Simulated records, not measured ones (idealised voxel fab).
This section sets out a process module, namely voxel plated lines.
Section cut is 185 nm wide and gridded with 5 nm square cells.
For the purposes of this document, a cross-section shall be understood as a grid of square cells, specified as bands listed in top-to-bottom order, each band consisting of one or more rows of cells. Read a band's entry like this: the first values are the height of its top and the height of its bottom in nm, and what follows is the sequence of materials from left to right, each with its width in nm. Note that "blank" is empty space, and that a single material marked "full width" reaches across the band from edge to edge. Note: height 0 marks the level under which the wafer is uniformly one material as received. Lowest band unbounded below, written "0 -> down". Width spec "30->40" -> top row of cells at first value, bottom row at second value, equal per-row change in between. It should be understood that the words "nothing altered", when stated for a given step, signify that the cross-section underwent no change in any of its cells during that step. Closed empty spaces (no open way to the top) of 8 cells or more are what "Listed closed voids" lists, each as width x height at distance from the left edge, nm for all three. Past the settings on a step's line: simulator remark, on that step. overlay nm: mask right of planned place by this much (step with mask). Neg. = left.

# Listed below are the process steps as planned
- 1: RECEIVE | material Si
- 2: CONFORMAL_DEP | material Al2O3 | thk nm 5
- 3: DIRECTIONAL_DEP | material TiN | thk nm 5
- 4: PATTERN | tone open | mask id LINES | material resist | width nm 20 | pitch nm 40 | thk nm 20 | overlay nm 0
- 5: EPI | material Ru | thk nm 10
- 6: STRIP | etch materials resist
- 7: DIRECTIONAL_ETCH | etch materials TiN | depth nm 5
- 8: CONFORMAL_DEP | material SiN | thk nm 5

# First of the two wafers, run per plan

# Shown in cross-section is the wafer as received, that is, as it stands after step 1
  0 -> down = Si full width
  Listed closed voids: none

# Wafer xsec, post step 2
  5 -> 0 = Al2O3 full width
  Below 0, no change.

# Wafer xsec, post step 3
  10 -> 5 = TiN full width
  Below 5, no change.

# Wafer xsec, post step 4
  30 -> 10 = resist=60, blank=20, resist=20, blank=20, resist=65
  Below 10, no change.

# Wafer xsec, post step 5
  30 -> 20 = resist=60, blank=20, resist=20, blank=20, resist=65
  20 -> 10 = resist=60, Ru=20, resist=20, Ru=20, resist=65
  Below 10, no change.

# Wafer xsec, post step 6
  20 -> 10 = blank=60, Ru=20, blank=20, Ru=20, blank=65
  Below 10, no change.

# Wafer xsec, post step 7
  20 -> 10 = blank=60, Ru=20, blank=20, Ru=20, blank=65
  10 -> 5 = blank=60, TiN=20, blank=20, TiN=20, blank=65
  Below 5, no change.

# Wafer xsec, post step 8
  25 -> 20 = blank=55, SiN=30, blank=10, SiN=30, blank=60
  20 -> 10 = blank=55, SiN=5, Ru=20, SiN=5, blank=10, SiN=5, Ru=20, SiN=5, blank=60
  10 -> 5 = SiN=60, TiN=20, SiN=20, TiN=20, SiN=65
  Below 5, no change.

# Wafer two of the pair: same origin, same plan, one error during the run; identical to wafer one up to and including step 3

# The second wafer cut through, at the time step 4 was supposed to be finished
  30 -> 10 = blank=60, resist=20, blank=20, resist=20, blank=65
  Below 10, no change.

# The second wafer cut through, at the time step 5 was supposed to be finished
  30 -> 20 = blank=60, resist=20, blank=20, resist=20, blank=65
  20 -> 10 = Ru=60, resist=20, Ru=20, resist=20, Ru=65
  Below 10, no change.

# The second wafer cut through, at the time step 6 was supposed to be finished
  20 -> 10 = Ru=60, blank=20, Ru=20, blank=20, Ru=65
  Below 10, no change.

# The second wafer cut through, at the time step 7 was supposed to be finished
  20 -> 10 = Ru=60, blank=20, Ru=20, blank=20, Ru=65
  10 -> 5 = TiN=60, blank=20, TiN=20, blank=20, TiN=65
  Below 5, no change.

# The second wafer cut through, at the time step 8 was supposed to be finished
  25 -> 20 = SiN=65, blank=10, SiN=30, blank=10, SiN=70
  20 -> 10 = Ru=60, SiN=5, blank=10, SiN=5, Ru=20, SiN=5, blank=10, SiN=5, Ru=65
  10 -> 5 = TiN=60, SiN=20, TiN=20, SiN=20, TiN=65
  Below 5, no change.
Diagnosis: note that step 4 departed from the planned setting and was carried out as PATTERN | tone cover | mask id LINES | material resist | width nm 20 | pitch nm 40 | thk nm 20 | overlay nm 0
Looking at both finished wafers in cells, the second ends up ahead of or behind the first on some materials: Ru: 42 more, TiN: 21 more
